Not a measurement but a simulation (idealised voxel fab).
The name of this process module is voxel ribs on slabs.
The width of the displayed cross-section, cut, is 175 nm; its cells are square, with a size of 5 nm.
Each cross-section below is a grid of square cells, stated as bands in top-down order, with one or more rows of cells making up each band.
Read a band's entry like this: the first values are the height of its top and the height of its bottom in nm, and what follows is the sequence of materials from left to right, each with its width in nm. Note that "air" is empty space, and that a single material marked "full width" reaches across the band from edge to edge.
Counting heights begins at 0, where everything beneath is, in the wafer as received, one material. The lowest band has no bottom; it goes on downwards, as "0 down" shows.
Think of "30..40" as a width that walks from the first number to the second as you go down the band, top row to bottom row, taking equal-sized steps from row to row.
No cell of the cross-section changed in a step that is given as "left unchanged".
Closed-off voids of 8+ cells (no open route to the top) go in "Enclosed internal cavities", written width x height at distance from the left edge, in nm.
Text after the settings on a step's line: the simulator's own remark on that step.
The optional step-line setting "overlay nm" applies to steps with a mask and quantifies how far to the right of its planned location the mask lay, a negative value indicating leftward placement.
Process steps foreseen in the plan:
1,RECEIVE (material Si)
2,DIRECTIONAL_DEP (material SiO2; thk nm 20)
3,DIRECTIONAL_DEP (material polySi; thk nm 20)
4,PATTERN (tone cover; mask id RIB; material resist; width nm 20; thk nm 20; overlay nm 0)
5,DIRECTIONAL_ETCH (etch materials polySi; depth nm 10)
6,STRIP (etch materials resist)
7,MASKED_ETCH (tone cover; mask id SLAB; width nm 50; etch materials polySi; depth nm 10; overlay nm 0)
8,FILL_DEP (material SiO2; thk nm 25)
9,CMP (height nm 60)
10,DIRECTIONAL_DEP (material TiN; thk nm 5)
11,MASKED_ETCH (tone cover; mask id HEATER; width nm 30; etch materials TiN; depth nm 5; overlay nm 0)
12,CONFORMAL_DEP (material SiN; thk nm 5)
Cross-section of the wafer as it came to us, i.e., already through step 1:
	0 down = Si full width
	Enclosed internal cavities: none
Cross-sectional result after module completion. Note: starting condition and plan are unchanged from above; one processing mistake was made:
	70 to 65 = air (65); SiN (40); air (70)
	65 to 60 = SiN (70); TiN (30); SiN (75)
	60 to 50 = SiO2 (75); polySi (20); SiO2 (80)
	50 to 40 = SiO2 (60); polySi (50); SiO2 (65)
	40 to 0 = SiO2 full width
	0 down = Si full width
	Enclosed internal cavities: none
Where did the run depart from the plan? in the plan, step 2 was performed twice
